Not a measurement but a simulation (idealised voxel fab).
Title: Process Module voxel wiring stack
Pictured: cross-section cut, 165 nm wide, on a grid of 5 nm square cells.
Heads up, the way a cross-section reads in here is a grid of square cells, handed over as bands from the top down, with every band being one or more rows of cells.
Band: top and bottom heights (nm) first, top before bottom; then materials from left to right, widths in nm. "everywhere" marks a sole material filling the band edge to edge. "air" denotes empty space.
The reference from which all heights are counted is 0, the level beneath which the as-received wafer is entirely one material; the lowest band, having no lower bound, proceeds downward and is written after the example "0 down".
The expression "30 to 40" gives the width at the extremes of the band, the first number at its top row of cells and the second at its bottom row, with the width changing by equal amounts from each row to the next in between.
It should be understood that the words "remained the same", when stated for a given step, signify that the cross-section underwent no change in any of its cells during that step.
Basically, "Sealed-off cavities" tells you about the enclosed voids: empty spaces with no open way to the top, 8 cells or bigger, each written width x height at distance, where distance is from the left edge, all in nm.
Text after the settings on a step's line: the simulator's own remark on that step.
A step line may carry the setting "overlay nm", which, for steps involving a mask, states the distance by which the mask lay to the right of its intended position; negative values denote displacement to the left.

Process steps foreseen in the plan
- 1: op RECEIVE | material Si
- 2: op CONFORMAL_DEP | material SiO2 | thk nm 10
- 3: op CONFORMAL_DEP | material SiCN | thk nm 5
- 4: op DIRECTIONAL_DEP | material lowk | thk nm 20
- 5: op MASKED_ETCH | tone open | mask id METAL_1 | width nm 20 | pitch nm 35 | etch materials lowk | depth nm 20 | overlay nm 0
- 6: op MASKED_ETCH | tone open | mask id METAL_1 | width nm 20 | pitch nm 35 | etch materials SiCN | depth nm 5 | overlay nm 0
- 7: op CONFORMAL_DEP | material TiN | thk nm 5
- 8: op FILL_DEP | material Ru | thk nm 10
- 9: op CMP | height nm 35
- 10: op CONFORMAL_DEP | material SiCN | thk nm 5
- 11: op DIRECTIONAL_DEP | material SiO2 | thk nm 35
- 12: op MASKED_ETCH | tone open | mask id METAL_2 | width nm 20 | pitch nm 35 | etch materials SiO2 | depth nm 20 | overlay nm 0
- 13: op MASKED_ETCH | tone open | mask id METAL_2_HOLES | width nm 15 | pitch nm 70 | etch materials SiO2 | depth nm 15 | overlay nm 0
- 14: op MASKED_ETCH | tone open | mask id METAL_2_HOLES | width nm 15 | pitch nm 70 | etch materials SiCN | depth nm 5 | overlay nm 0
- 15: op CONFORMAL_DEP | material TiN | thk nm 5
- 16: op FILL_DEP | material Cu | thk nm 5
- 17: op CMP | height nm 75
- 18: op CONFORMAL_DEP | material SiCN | thk nm 5
Split variable: width nm, step 13. Plan value = first wafer. Wafers start alike.

The first of several wafers as received, shown in cross-section; this is its state after step 1
    0 down  Si everywhere
    Sealed-off cavities: none

Cross-section, first of several wafers, end of module, after last step 18
    80 to 75  SiCN everywhere
    75 to 60  35 SiO2; 5 TiN; 10 Cu; 5 TiN; 15 SiO2; 5 TiN; 10 Cu; 5 TiN; 15 SiO2; 5 TiN; 10 Cu; 5 TiN; 40 SiO2
    60 to 55  35 SiO2; 5 TiN; 5 Cu; 10 TiN; 15 SiO2; 20 TiN; 15 SiO2; 5 TiN; 5 Cu; 10 TiN; 40 SiO2
    55 to 40  35 SiO2; 5 TiN; 5 Cu; 5 TiN; 55 SiO2; 5 TiN; 5 Cu; 5 TiN; 45 SiO2
    40 to 35  35 SiCN; 15 TiN; 55 SiCN; 15 TiN; 45 SiCN
    35 to 15  35 lowk; 5 TiN; 10 Ru; 5 TiN; 15 lowk; 5 TiN; 10 Ru; 5 TiN; 15 lowk; 5 TiN; 10 Ru; 5 TiN; 40 lowk
    15 to 10  35 SiCN; 20 TiN; 15 SiCN; 20 TiN; 15 SiCN; 20 TiN; 40 SiCN
    10 to 0  SiO2 everywhere
    0 down  Si everywhere
    Sealed-off cavities: none

Cross-sectional depiction of the last of several wafers upon completion of the module
    80 to 75  SiCN everywhere
    75 to 65  30 SiO2; 5 TiN; 20 Cu; 5 TiN; 10 SiO2; 5 TiN; 10 Cu; 5 TiN; 10 SiO2; 5 TiN; 20 Cu; 5 TiN; 35 SiO2
    65 to 60  30 SiO2; 10 TiN; 10 Cu; 10 TiN; 10 SiO2; 5 TiN; 10 Cu; 5 TiN; 10 SiO2; 10 TiN; 10 Cu; 10 TiN; 35 SiO2
    60 to 55  35 SiO2; 5 TiN; 10 Cu; 5 TiN; 15 SiO2; 20 TiN; 15 SiO2; 5 TiN; 10 Cu; 5 TiN; 40 SiO2
    55 to 45  35 SiO2; 5 TiN; 10 Cu; 5 TiN; 50 SiO2; 5 TiN; 10 Cu; 5 TiN; 40 SiO2
    45 to 40  35 SiO2; 5 TiN; 5 Cu; 10 TiN; 50 SiO2; 5 TiN; 5 Cu; 10 TiN; 40 SiO2
    40 to 35  35 SiCN; 15 TiN; 55 SiCN; 15 TiN; 45 SiCN
    35 to 15  35 lowk; 5 TiN; 10 Ru; 5 TiN; 15 lowk; 5 TiN; 10 Ru; 5 TiN; 15 lowk; 5 TiN; 10 Ru; 5 TiN; 40 lowk
    15 to 10  35 SiCN; 20 TiN; 15 SiCN; 20 TiN; 15 SiCN; 20 TiN; 40 SiCN
    10 to 0  SiO2 everywhere
    0 down  Si everywhere
    Sealed-off cavities: none

So in this table every wafer gets its own row, and what you see is where it stands at the end of the module: for each material, how many cells it picked up (+) or gave up (-) since we received it, and after that its closed voids
width nm 15, +26 Cu, +24 Ru, +81 SiCN, +231 SiO2, +82 TiN, +84 lowk, Sealed-off cavities: none
width nm 20, +32 Cu, +24 Ru, +81 SiCN, +225 SiO2, +82 TiN, +84 lowk, Sealed-off cavities: none
width nm 25, +36 Cu, +24 Ru, +81 SiCN, +219 SiO2, +84 TiN, +84 lowk, Sealed-off cavities: none
width nm 30, +40 Cu, +24 Ru, +81 SiCN, +213 SiO2, +86 TiN, +84 lowk, Sealed-off cavities: none
